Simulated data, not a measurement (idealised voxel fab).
The following process module bears the name voxel self aligned contacts.
Cross-section cut spans 210 nm and uses square cells 5 nm in size.
Notation: cross-section as square-cell grid; stated in bands, top first, going down; one or more cell rows per band. A band entry consists of two parts. The first gives the height of the band's top and the height of its bottom, in nm. The rest lists the band's materials from left to right, each with its width in nm. A single material labelled with the word "everywhere" fills the band from edge to edge, and the word "blank" marks empty space. Note: height 0 marks the level under which the wafer is uniformly one material as received. Lowest band unbounded below, written "top 0, no bottom". Think of "30->40" as a width that walks from the first number to the second as you go down the band, top row to bottom row, taking equal-sized steps from row to row. A step reported as "no alterations made" is a step in which no cell of the cross-section changed. The entry "Enclosed cavity list" lists the empty spaces that cover at least 8 cells and have no open path to the top. Each is written as width x height at distance, where the distance is measured from the left edge and all three values are in nm. Whatever follows a step's settings on its line is a remark the simulator itself makes about that step. "overlay nm" denotes, for a step that has a mask, the displacement of the mask to the right of its planned place, with negative values corresponding to the left.

[Below is the list of planned process steps]
step 1: RECEIVE, material Si
step 2: OXIDIZE, depth nm 5
step 3: DIRECTIONAL_DEP, material polySi, thk nm 30
step 4: DIRECTIONAL_DEP, material SiN, thk nm 20
step 5: MASKED_ETCH, tone cover, mask id GATE, width nm 25, pitch nm 60, etch materials SiN, depth nm 20, overlay nm 0
step 6: MASKED_ETCH, tone cover, mask id GATE, width nm 25, pitch nm 60, etch materials polySi, depth nm 30, overlay nm 0
step 7: CONFORMAL_DEP, material SiN, thk nm 10
step 8: DIRECTIONAL_ETCH, etch materials SiN, depth nm 10
step 9: FILL_DEP, material SiO2, thk nm 15
step 10: CMP, height nm 60
step 11: MASKED_ETCH, tone open, mask id CONTACT, width nm 45, etch materials SiO2, depth nm 65, overlay nm 0
step 12: CONFORMAL_DEP, material TiN, thk nm 5
step 13: FILL_DEP, material W, thk nm 10
step 14: CMP, height nm 60
step 15: CONFORMAL_DEP, material SiN, thk nm 5

[So this is the incoming wafer in cross-section - it's already been through step 1]
> top 0, no bottom  Si everywhere
> Enclosed cavity list: none

[The first of the two wafers as seen in cross-section once the module was finished; processing followed the plan]
> top 65, bottom 60  SiN everywhere
> top 60, bottom 50  SiO2 80 nm; TiN 5->20 nm; W 35->5 nm; TiN 5->20 nm; SiO2 85 nm
> top 50, bottom 30  SiO2 50 nm; SiN 45 nm; TiN 5 nm; W 5 nm; TiN 5 nm; SiN 45 nm; SiO2 55 nm
> top 30, bottom 0  SiO2 50 nm; SiN 10 nm; polySi 25 nm; SiN 10 nm; TiN 5 nm; W 5 nm; TiN 5 nm; SiN 10 nm; polySi 25 nm; SiN 10 nm; SiO2 55 nm
> top 0, bottom -5  SiO2 95 nm; TiN 15 nm; SiO2 100 nm
> top -5, no bottom  Si everywhere
> Enclosed cavity list: none

[The second wafer, shown in cross-section after the module: started the same way as the first and given the same plan, yet one mistake crept into how it was run]
> top 65, bottom 60  SiN everywhere
> top 60, bottom 50  SiO2 75 nm; TiN 5->25 nm; W 45->5 nm; TiN 5->25 nm; SiO2 80 nm
> top 50, bottom 30  SiO2 50 nm; SiN 45 nm; TiN 5 nm; W 5 nm; TiN 5 nm; SiN 45 nm; SiO2 55 nm
> top 30, bottom 0  SiO2 50 nm; SiN 10 nm; polySi 25 nm; SiN 10 nm; TiN 5 nm; W 5 nm; TiN 5 nm; SiN 10 nm; polySi 25 nm; SiN 10 nm; SiO2 55 nm
> top 0, bottom -5  SiO2 95 nm; TiN 15 nm; SiO2 100 nm
> top -5, no bottom  Si everywhere
> Enclosed cavity list: none
Heads up, the wafer didn't run the way we planned it: it should be noted that step 11 was executed with settings other than those planned, the operation and settings actually applied being MASKED_ETCH, tone open, mask id CONTACT, width nm 55, etch materials SiO2, depth nm 65, overlay nm 0
Cell-count delta at end, second wafer over first, by material: -4 SiO2, +2 TiN, +2 W
